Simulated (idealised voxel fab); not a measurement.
The process module that follows is named voxel ribs on slabs.
200 nm wide, 5 nm square cells: that's cross-section cut.
Cross-section, as written here: a square-cell grid given band by band from the top down, where a band holds one or more rows of cells.
First you get the band's top height and its bottom height, in nm, and then the materials it's made of, left to right, with each width in nm. If you see a single material with "throughout", that one covers the band edge to edge. "empty" is empty space.
Height 0 is the level under which the wafer as received is all one material. The lowest band goes on downwards, as in "from 0 down".
Top row gets the first number, bottom row gets the second, and each row in between changes by the same step: that is how a band width like "30->40" works.
Step note "left unchanged" = no cross-section cell changed.
Reported under the label "Closed empty spaces" are the empty spaces having no open way to the top and comprising 8 cells or more; the notation for each is width x height at distance, in which the distance is measured from the left edge and all three values are in nm.
Whatever follows a step's settings on its line is a remark the simulator itself makes about that step.
"overlay nm", when on a step's line for a step with a mask, measures how far to the right of its planned place the mask lay; a negative measure means to the left.
## Listed below are the process steps as planned
1. RECEIVE,material Si
2. DIRECTIONAL_DEP,material SiO2,thk nm 25
3. DIRECTIONAL_DEP,material SiN,thk nm 25
4. MASKED_ETCH,tone cover,mask id RIB,width nm 25,etch materials SiN,depth nm 20,overlay nm 0
5. DIRECTIONAL_DEP,material aC,thk nm 15
6. PATTERN,tone cover,mask id SLAB,material resist,width nm 55,thk nm 30,overlay nm 0
7. DIRECTIONAL_ETCH,etch materials aC,depth nm 15
8. STRIP,etch materials resist
9. DIRECTIONAL_ETCH,etch materials SiN,depth nm 5
10. STRIP,etch materials aC
11. FILL_DEP,material SiO2,thk nm 20
12. CMP,height nm 60
13. DIRECTIONAL_DEP,material W,thk nm 5
14. MASKED_ETCH,tone cover,mask id HEATER,width nm 35,etch materials W,depth nm 5,overlay nm 0
15. CONFORMAL_DEP,material SiN,thk nm 10
## Incoming wafer, cross-sectional view, post step 1
* from 0 down: Si throughout
* Closed empty spaces: none
## End-of-module cross-section of the first of two wafers, processed as planned
* from 75 to 70: 70 nm empty | 55 nm SiN | 75 nm empty
* from 70 to 65: SiN throughout
* from 65 to 60: 80 nm SiN | 35 nm W | 85 nm SiN
* from 60 to 50: SiO2 throughout
* from 50 to 30: 85 nm SiO2 | 25 nm SiN | 90 nm SiO2
* from 30 to 25: 70 nm SiO2 | 55 nm SiN | 75 nm SiO2
* from 25 to 0: SiO2 throughout
* from 0 down: Si throughout
* Closed empty spaces: none
## Cross-section, second wafer: same start as the first, same plan as the first, one mistake in running it; taken at the end of the module
* from 75 to 70: 70 nm empty | 55 nm SiN | 75 nm empty
* from 70 to 65: SiN throughout
* from 65 to 60: 80 nm SiN | 35 nm W | 85 nm SiN
* from 60 to 40: 85 nm SiO2 | 25 nm SiN | 90 nm SiO2
* from 40 to 25: SiN throughout
* from 25 to 0: SiO2 throughout
* from 0 down: Si throughout
* Closed empty spaces: none
The mistake made against the process plan was this: the process deviated at step 5: the operation and settings actually run there were DIRECTIONAL_DEP,material SiN,thk nm 15
It is noted that, at the conclusion of processing, the second wafer exhibits a higher or lower cell count for certain materials relative to the first: SiN: 109 more | SiO2: 109 fewer
